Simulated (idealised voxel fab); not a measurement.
Documented hereafter: the process module known as voxel fin reveal.
For reference, the cross-section in this document is cut, with width 245 nm and square cells of 5 nm.
Format of a cross-section: grid, square cells. Given as bands. Order: top down. Band: one or more rows of cells. Quick guide to a band line: top height, bottom height (nm) up front; then every material left to right with its width in nm. Only one material and it's marked "everywhere"? Then it fills the band edge to edge. And "air" just means empty space. Heads up on the height convention: 0 is the point under which the incoming wafer is all one material, and the lowest band has no bottom, it just keeps going down, like "0 -> down". Width "30->40": first value at the band's top row of cells, second value at its bottom row, equal change from row to row. "identical to before", as given for a step, is the statement that not any cell of the cross-section underwent a change during that step. This entry, "Entrapped void list", enumerates those empty regions of no fewer than 8 cells that possess no open connection to the top. Each region is reported in the form width x height at distance, the distance being taken from the left edge, with all three quantities expressed in nm. Anything after a step's settings on that line? It's the simulator's own note about the step. If you see "overlay nm" on a step's line and that step has a mask, it's telling you how far right of where it was planned the mask ended up; a negative number means it went left instead.
-- The process steps that were planned are listed below
1,op RECEIVE | material Si
2,op CONFORMAL_DEP | material SiN | thk nm 5
3,op DIRECTIONAL_DEP | material aC | thk nm 10
4,op PATTERN | tone cover | mask id FINS | material resist | width nm 15 | pitch nm 40 | thk nm 25 | overlay nm 0
5,op DIRECTIONAL_ETCH | etch materials aC | depth nm 10
6,op STRIP | etch materials resist
7,op DIRECTIONAL_ETCH | etch materials SiN | depth nm 5
8,op DIRECTIONAL_ETCH | etch materials Si | depth nm 35
9,op STRIP | etch materials aC
10,op OXIDIZE | depth nm 5
11,op FILL_DEP | material SiO2 | thk nm 5
12,op CMP | height nm 5
13,op SELECTIVE_ETCH | etch materials SiO2 | depth nm 30
14,op STRIP | etch materials SiN
-- Cross-sectional view of the wafer in its as-received condition, corresponding to the state after step 1
	0 -> down | Si everywhere
	Entrapped void list: none
-- Here's the cross-section of the first of our two wafers at the end of the module - it ran as planned
	0 -> -25 | 80 nm air, 5 nm Si, 35 nm air, 5 nm Si, 35 nm air, 5 nm Si, 80 nm air
	-25 -> -40 | 80 nm SiO2, 5 nm Si, 35 nm SiO2, 5 nm Si, 35 nm SiO2, 5 nm Si, 80 nm SiO2
	-40 -> down | Si everywhere
	Entrapped void list: none
-- Second wafer through the module, sectioned at the end: same beginning and same plan as the first wafer, with one mistake in carrying it out
	5 -> 0 | 75 nm air, 15 nm SiN, 25 nm air, 15 nm SiN, 25 nm air, 15 nm SiN, 75 nm air
	0 -> -40 | 80 nm air, 5 nm Si, 35 nm air, 5 nm Si, 35 nm air, 5 nm Si, 80 nm air
	-40 -> down | Si everywhere
	Entrapped void list: none
What was done differently from what was planned? step 14 ran with different settings than intended, the actual operation and settings being op STRIP | etch materials SiO2
Once processing is complete, comparing cell counts shows that the second wafer has more or fewer of certain materials than the first: +9 SiN | -138 SiO2
